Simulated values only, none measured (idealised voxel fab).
Documented hereafter: the process module known as voxel transistor to metal.
cross-section cut | 185 nm wide | cells 5 nm
Heads up, the way a cross-section reads in here is a grid of square cells, handed over as bands from the top down, with every band being one or more rows of cells. Within each band entry, the heights of the top and of the bottom of the band appear first, in that order and in nm; the materials of the band then follow from left to right, each with its corresponding width in nm. The designation "all across" on a single material indicates that it fills the band from edge to edge; the designation "blank" indicates empty space. It should be noted that heights are counted from 0, beneath which the wafer as supplied is of one material throughout, and that the lowest band possesses no lower boundary but continues downward, as written in "from 0 down". A width such as "30..40" changes by the same amount from each row of cells to the next, from the band's top row to its bottom row. You'll sometimes find "nothing was modified" written for a step, and that's the way of saying that nowhere in the cross-section did a cell change during that step. The entry titled "Closed void listing" provides the empty spaces that have no open way to the top, restricted to those of 8 cells or more. Each is presented as width x height at distance, the distance being measured from the left edge, with all three in nm. Step line, after settings: the simulator's comment on this step. Steps that use a mask can have "overlay nm" on their line. It says how far the mask sat to the right of where it was meant to be. Negative means to the left.

The planned process steps are enumerated hereunder
1 RECEIVE (material Si)
2 CONFORMAL_DEP (material SiO2; thk nm 5)
3 CONFORMAL_DEP (material SiN; thk nm 10)
4 MASKED_ETCH (tone cover; mask id ACTIVE; width nm 100; etch materials SiN; depth nm 10; overlay nm 0)
5 MASKED_ETCH (tone cover; mask id ACTIVE; width nm 100; etch materials SiO2; depth nm 5; overlay nm 0)
6 MASKED_ETCH (tone cover; mask id ACTIVE; width nm 100; etch materials Si; depth nm 30; overlay nm 0)
7 FILL_DEP (material SiO2; thk nm 15)
8 CMP (height nm 15)
9 SELECTIVE_ETCH (etch materials SiO2; depth nm 5)
10 STRIP (etch materials SiN)
11 SELECTIVE_ETCH (etch materials SiO2; depth nm 5)
12 OXIDIZE (depth nm 5)
13 DIRECTIONAL_DEP (material polySi; thk nm 30)
14 DIRECTIONAL_DEP (material SiCN; thk nm 15)
15 MASKED_ETCH (tone cover; mask id GATE; width nm 20; etch materials SiCN; depth nm 25; overlay nm 0)
16 MASKED_ETCH (tone cover; mask id GATE; width nm 20; etch materials polySi; depth nm 40; overlay nm 0)
17 CONFORMAL_DEP (material SiN; thk nm 10)
18 DIRECTIONAL_ETCH (etch materials SiN; depth nm 10)
19 DIRECTIONAL_ETCH (etch materials SiO2; depth nm 5)
20 DIRECTIONAL_ETCH (etch materials Si; depth nm 5)
21 EPI (material SiGe; thk nm 5)
22 FILL_DEP (material SiO2; thk nm 10)
23 CMP (height nm 45)
24 DIRECTIONAL_DEP (material SiO2; thk nm 10)
25 MASKED_ETCH (tone open; mask id CONTACT; width nm 20; pitch nm 70; etch materials SiO2; depth nm 60; overlay nm 0)
26 CONFORMAL_DEP (material TiN; thk nm 5)
27 FILL_DEP (material Ru; thk nm 10)
28 CMP (height nm 55)
29 CONFORMAL_DEP (material SiN; thk nm 5)
30 DIRECTIONAL_DEP (material SiO2; thk nm 15)
31 PATTERN (tone open; mask id METAL_1; material resist; width nm 20; pitch nm 70; thk nm 15; overlay nm 0)
32 DIRECTIONAL_ETCH (etch materials SiO2; depth nm 15)
33 DIRECTIONAL_ETCH (etch materials SiN; depth nm 5)
34 STRIP (etch materials resist)
35 CONFORMAL_DEP (material TiN; thk nm 5)
36 FILL_DEP (material Cu; thk nm 10)
37 CMP (height nm 75)
38 CONFORMAL_DEP (material SiCN; thk nm 5)
39 DIRECTIONAL_DEP (material lowk; thk nm 30)
40 MASKED_ETCH (tone open; mask id METAL_2_HOLES; width nm 15; pitch nm 70; etch materials lowk; depth nm 30; overlay nm 0)
41 MASKED_ETCH (tone open; mask id METAL_2; width nm 20; pitch nm 70; etch materials lowk; depth nm 15; overlay nm 0)
42 MASKED_ETCH (tone open; mask id METAL_2; width nm 20; pitch nm 70; etch materials SiCN; depth nm 5; overlay nm 0)
43 CONFORMAL_DEP (material TiN; thk nm 5)
44 FILL_DEP (material Cu; thk nm 5)
45 CMP (height nm 110)
46 CONFORMAL_DEP (material SiN; thk nm 5)

Incoming wafer in cross-section (state: after step 1)
from 0 down | Si all across
Closed void listing: none

Looking at the first of two wafers in cross-section at end of module - ran to plan
from 115 to 110 | SiN all across
from 110 to 100 | lowk=45 / TiN=5 / Cu=10 / TiN=5 / lowk=50 / TiN=5 / Cu=10 / TiN=5 / lowk=50
from 100 to 95 | lowk=45 / TiN=5 / Cu=5 / TiN=10 / lowk=50 / TiN=5 / Cu=5 / TiN=10 / lowk=50
from 95 to 80 | lowk=45 / TiN=5 / Cu=5 / TiN=5 / lowk=55 / TiN=5 / Cu=5 / TiN=5 / lowk=55
from 80 to 75 | SiCN=45 / TiN=15 / SiCN=55 / TiN=15 / SiCN=55
from 75 to 60 | SiO2=45 / TiN=5 / Cu=10 / TiN=5 / SiO2=50 / TiN=5 / Cu=10 / TiN=5 / SiO2=50
from 60 to 55 | SiN=45 / TiN=20 / SiN=50 / TiN=20 / SiN=50
from 55 to 45 | SiO2=45 / TiN=5 / Ru=10 / TiN=5 / SiO2=50 / TiN=5 / Ru=10 / TiN=5 / SiO2=50
from 45 to 30 | SiO2=45 / TiN=5 / Ru=10 / TiN=5 / SiO2=5 / SiN=10 / SiCN=20 / SiN=10 / SiO2=5 / TiN=5 / Ru=10 / TiN=5 / SiO2=50
from 30 to 5 | SiO2=45 / TiN=5 / Ru=10 / TiN=5 / SiO2=5 / SiN=10 / polySi=20 / SiN=10 / SiO2=5 / TiN=5 / Ru=10 / TiN=5 / SiO2=50
from 5 to 0 | SiO2=35 / SiN=10 / TiN=10 / Ru=5 / TiN=5 / SiO2=5 / SiN=10 / polySi=20 / SiN=10 / SiO2=5 / TiN=5 / Ru=5 / TiN=10 / SiN=10 / SiO2=40
from 0 to -5 | SiO2=45 / SiGe=5 / TiN=15 / SiGe=5 / SiO2=40 / SiGe=5 / TiN=15 / SiGe=5 / SiO2=50
from -5 to -10 | SiO2=40 / Si=5 / SiGe=25 / Si=40 / SiGe=25 / Si=5 / SiO2=45
from -10 to -30 | SiO2=40 / Si=100 / SiO2=45
from -30 down | Si all across
Closed void listing: none

Here is the second of the two wafers cut open at the end of the module - same start, same plan as the first one, but we made one mistake running it
from 115 to 110 | SiN all across
from 110 to 105 | SiCN=45 / TiN=20 / SiCN=50 / TiN=20 / SiCN=50
from 105 to 75 | lowk all across
from 75 to 60 | SiO2=45 / TiN=5 / Cu=10 / TiN=5 / SiO2=50 / TiN=5 / Cu=10 / TiN=5 / SiO2=50
from 60 to 55 | SiN=45 / TiN=20 / SiN=50 / TiN=20 / SiN=50
from 55 to 45 | SiO2=45 / TiN=5 / Ru=10 / TiN=5 / SiO2=50 / TiN=5 / Ru=10 / TiN=5 / SiO2=50
from 45 to 30 | SiO2=45 / TiN=5 / Ru=10 / TiN=5 / SiO2=5 / SiN=10 / SiCN=20 / SiN=10 / SiO2=5 / TiN=5 / Ru=10 / TiN=5 / SiO2=50
from 30 to 5 | SiO2=45 / TiN=5 / Ru=10 / TiN=5 / SiO2=5 / SiN=10 / polySi=20 / SiN=10 / SiO2=5 / TiN=5 / Ru=10 / TiN=5 / SiO2=50
from 5 to 0 | SiO2=35 / SiN=10 / TiN=10 / Ru=5 / TiN=5 / SiO2=5 / SiN=10 / polySi=20 / SiN=10 / SiO2=5 / TiN=5 / Ru=5 / TiN=10 / SiN=10 / SiO2=40
from 0 to -5 | SiO2=45 / SiGe=5 / TiN=15 / SiGe=5 / SiO2=40 / SiGe=5 / TiN=15 / SiGe=5 / SiO2=50
from -5 to -10 | SiO2=40 / Si=5 / SiGe=25 / Si=40 / SiGe=25 / Si=5 / SiO2=45
from -10 to -30 | SiO2=40 / Si=100 / SiO2=45
from -30 down | Si all across
Closed void listing: none
Short version of what went wrong: transposition of steps 38 and 39 relative to the planned sequence
Final tally in cells, some materials are higher or lower on the second wafer than on the first: 16 fewer of Cu, 2 fewer of SiCN, 24 fewer of TiN, 42 more of lowk
